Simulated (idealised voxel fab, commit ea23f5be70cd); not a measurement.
The name of this process module is voxel spacer lines.
Cross-sectional view cut (width: 225 nm; square cell size: 5 nm).
When this document writes out a cross-section, it uses a grid of square cells and lists it as bands, beginning at the top and moving down, with a band standing for one or more rows of cells. Per band: top height and bottom height in nm, followed by the left-to-right materials and their widths in nm; "all across" marks a single material spanning edge to edge, "empty" marks empty space. All heights in this document are referenced to 0, defined as the level beneath which the wafer, as received, consists entirely of one material. The lowest band is not bounded below; it extends indefinitely downward and is written in the form "top 0, no bottom". Per-row width for "30..40": begins at first number (top row of band), ends at second number (bottom row), increment between rows held constant. Reading "no change occurred" for a step: not a cell of the cross-section changed in it. You'll see "Trapped void list" listing empty spaces that have no way open to the top, as long as they're 8 cells or more; the notation is width x height at distance, where the distance is from the left edge, and all of it is in nm. Formally, on a step line, whatever follows the settings is a remark that the simulator itself makes on the step. A step line may carry the setting "overlay nm", which, for steps involving a mask, states the distance by which the mask lay to the right of its intended position; negative values denote displacement to the left.
[Intended process steps]
1 RECEIVE: material Si
2 CONFORMAL_DEP: material SiO2, thk nm 5
3 DIRECTIONAL_DEP: material TiN, thk nm 20
4 DIRECTIONAL_DEP: material polySi, thk nm 25
5 PATTERN: tone cover, mask id MANDREL, material resist, width nm 15, pitch nm 50, thk nm 35, overlay nm 0
6 DIRECTIONAL_ETCH: etch materials polySi, depth nm 25
7 STRIP: etch materials resist
8 CONFORMAL_DEP: material SiN, thk nm 10
9 DIRECTIONAL_ETCH: etch materials SiN, depth nm 10
10 STRIP: etch materials polySi
11 DIRECTIONAL_ETCH: etch materials TiN, depth nm 20
12 STRIP: etch materials SiN
[Run as planned: first of two wafers]
[So this is the incoming wafer in cross-section - it's already been through step 1]
top 0, no bottom = Si all across
Trapped void list: none
[Step 2 complete: cross-section through the wafer]
top 5, bottom 0 = SiO2 all across
For the remainder of the cross-section, below 0, there is no change.
[Step 3 complete: cross-section through the wafer]
top 25, bottom 5 = TiN all across
For the remainder of the cross-section, below 5, there is no change.
[Step 4 complete: cross-section through the wafer]
top 50, bottom 25 = polySi all across
For the remainder of the cross-section, below 25, there is no change.
[Step 5 complete: cross-section through the wafer]
top 85, bottom 50 = 55 empty, 15 resist, 35 empty, 15 resist, 35 empty, 15 resist, 55 empty
For the remainder of the cross-section, below 50, there is no change.
[Step 6 complete: cross-section through the wafer]
top 85, bottom 50 = 55 empty, 15 resist, 35 empty, 15 resist, 35 empty, 15 resist, 55 empty
top 50, bottom 25 = 55 empty, 15 polySi, 35 empty, 15 polySi, 35 empty, 15 polySi, 55 empty
For the remainder of the cross-section, below 25, there is no change.
[Step 7 complete: cross-section through the wafer]
top 50, bottom 25 = 55 empty, 15 polySi, 35 empty, 15 polySi, 35 empty, 15 polySi, 55 empty
For the remainder of the cross-section, below 25, there is no change.
[Step 8 complete: cross-section through the wafer]
top 60, bottom 50 = 45 empty, 35 SiN, 15 empty, 35 SiN, 15 empty, 35 SiN, 45 empty
top 50, bottom 35 = 45 empty, 10 SiN, 15 polySi, 10 SiN, 15 empty, 10 SiN, 15 polySi, 10 SiN, 15 empty, 10 SiN, 15 polySi, 10 SiN, 45 empty
top 35, bottom 25 = 55 SiN, 15 polySi, 35 SiN, 15 polySi, 35 SiN, 15 polySi, 55 SiN
For the remainder of the cross-section, below 25, there is no change.
[Step 9 complete: cross-section through the wafer]
top 50, bottom 25 = 45 empty, 10 SiN, 15 polySi, 10 SiN, 15 empty, 10 SiN, 15 polySi, 10 SiN, 15 empty, 10 SiN, 15 polySi, 10 SiN, 45 empty
For the remainder of the cross-section, below 25, there is no change.
[Step 10 complete: cross-section through the wafer]
top 50, bottom 25 = 45 empty, 10 SiN, 15 empty, 10 SiN, 15 empty, 10 SiN, 15 empty, 10 SiN, 15 empty, 10 SiN, 15 empty, 10 SiN, 45 empty
For the remainder of the cross-section, below 25, there is no change.
[Step 11 complete: cross-section through the wafer]
top 50, bottom 25 = 45 empty, 10 SiN, 15 empty, 10 SiN, 15 empty, 10 SiN, 15 empty, 10 SiN, 15 empty, 10 SiN, 15 empty, 10 SiN, 45 empty
top 25, bottom 5 = 45 empty, 10 TiN, 15 empty, 10 TiN, 15 empty, 10 TiN, 15 empty, 10 TiN, 15 empty, 10 TiN, 15 empty, 10 TiN, 45 empty
For the remainder of the cross-section, below 5, there is no change.
[Step 12 complete: cross-section through the wafer]
top 25, bottom 5 = 45 empty, 10 TiN, 15 empty, 10 TiN, 15 empty, 10 TiN, 15 empty, 10 TiN, 15 empty, 10 TiN, 15 empty, 10 TiN, 45 empty
For the remainder of the cross-section, below 5, there is no change.
[Second wafer: same start and same plan as the first, one execution error; identical to the first through step 1]
[Here is the second wafer in cross-section at the point where step 2 of the plan should have been done]
top 5, bottom 0 = TiN all across
For the remainder of the cross-section, below 0, there is no change.
[Here is the second wafer in cross-section at the point where step 3 of the plan should have been done]
top 25, bottom 0 = TiN all across
For the remainder of the cross-section, below 0, there is no change.
[Here is the second wafer in cross-section at the point where step 4 of the plan should have been done]
top 50, bottom 25 = polySi all across
For the remainder of the cross-section, below 25, there is no change.
[Here is the second wafer in cross-section at the point where step 5 of the plan should have been done]
top 85, bottom 50 = 55 empty, 15 resist, 35 empty, 15 resist, 35 empty, 15 resist, 55 empty
For the remainder of the cross-section, below 50, there is no change.
[Here is the second wafer in cross-section at the point where step 6 of the plan should have been done]
top 85, bottom 50 = 55 empty, 15 resist, 35 empty, 15 resist, 35 empty, 15 resist, 55 empty
top 50, bottom 25 = 55 empty, 15 polySi, 35 empty, 15 polySi, 35 empty, 15 polySi, 55 empty
For the remainder of the cross-section, below 25, there is no change.
[Here is the second wafer in cross-section at the point where step 7 of the plan should have been done]
top 50, bottom 25 = 55 empty, 15 polySi, 35 empty, 15 polySi, 35 empty, 15 polySi, 55 empty
For the remainder of the cross-section, below 25, there is no change.
[Here is the second wafer in cross-section at the point where step 8 of the plan should have been done]
top 60, bottom 50 = 45 empty, 35 SiN, 15 empty, 35 SiN, 15 empty, 35 SiN, 45 empty
top 50, bottom 35 = 45 empty, 10 SiN, 15 polySi, 10 SiN, 15 empty, 10 SiN, 15 polySi, 10 SiN, 15 empty, 10 SiN, 15 polySi, 10 SiN, 45 empty
top 35, bottom 25 = 55 SiN, 15 polySi, 35 SiN, 15 polySi, 35 SiN, 15 polySi, 55 SiN
For the remainder of the cross-section, below 25, there is no change.
[Here is the second wafer in cross-section at the point where step 9 of the plan should have been done]
top 50, bottom 25 = 45 empty, 10 SiN, 15 polySi, 10 SiN, 15 empty, 10 SiN, 15 polySi, 10 SiN, 15 empty, 10 SiN, 15 polySi, 10 SiN, 45 empty
For the remainder of the cross-section, below 25, there is no change.
[Here is the second wafer in cross-section at the point where step 10 of the plan should have been done]
top 50, bottom 25 = 45 empty, 10 SiN, 15 empty, 10 SiN, 15 empty, 10 SiN, 15 empty, 10 SiN, 15 empty, 10 SiN, 15 empty, 10 SiN, 45 empty
For the remainder of the cross-section, below 25, there is no change.
[Here is the second wafer in cross-section at the point where step 11 of the plan should have been done]
top 50, bottom 25 = 45 empty, 10 SiN, 15 empty, 10 SiN, 15 empty, 10 SiN, 15 empty, 10 SiN, 15 empty, 10 SiN, 15 empty, 10 SiN, 45 empty
top 25, bottom 5 = 45 empty, 10 TiN, 15 empty, 10 TiN, 15 empty, 10 TiN, 15 empty, 10 TiN, 15 empty, 10 TiN, 15 empty, 10 TiN, 45 empty
For the remainder of the cross-section, below 5, there is no change.
[Here is the second wafer in cross-section at the point where step 12 of the plan should have been done]
top 25, bottom 5 = 45 empty, 10 TiN, 15 empty, 10 TiN, 15 empty, 10 TiN, 15 empty, 10 TiN, 15 empty, 10 TiN, 15 empty, 10 TiN, 45 empty
For the remainder of the cross-section, below 5, there is no change.
In executing the process, a mistake was made relative to the plan: step 2 ran differently from the plan; actual operation with settings: CONFORMAL_DEP: material TiN, thk nm 5
Materials where the second wafer ends with more or fewer cells than the first: 45 fewer of SiO2; 45 more of TiN
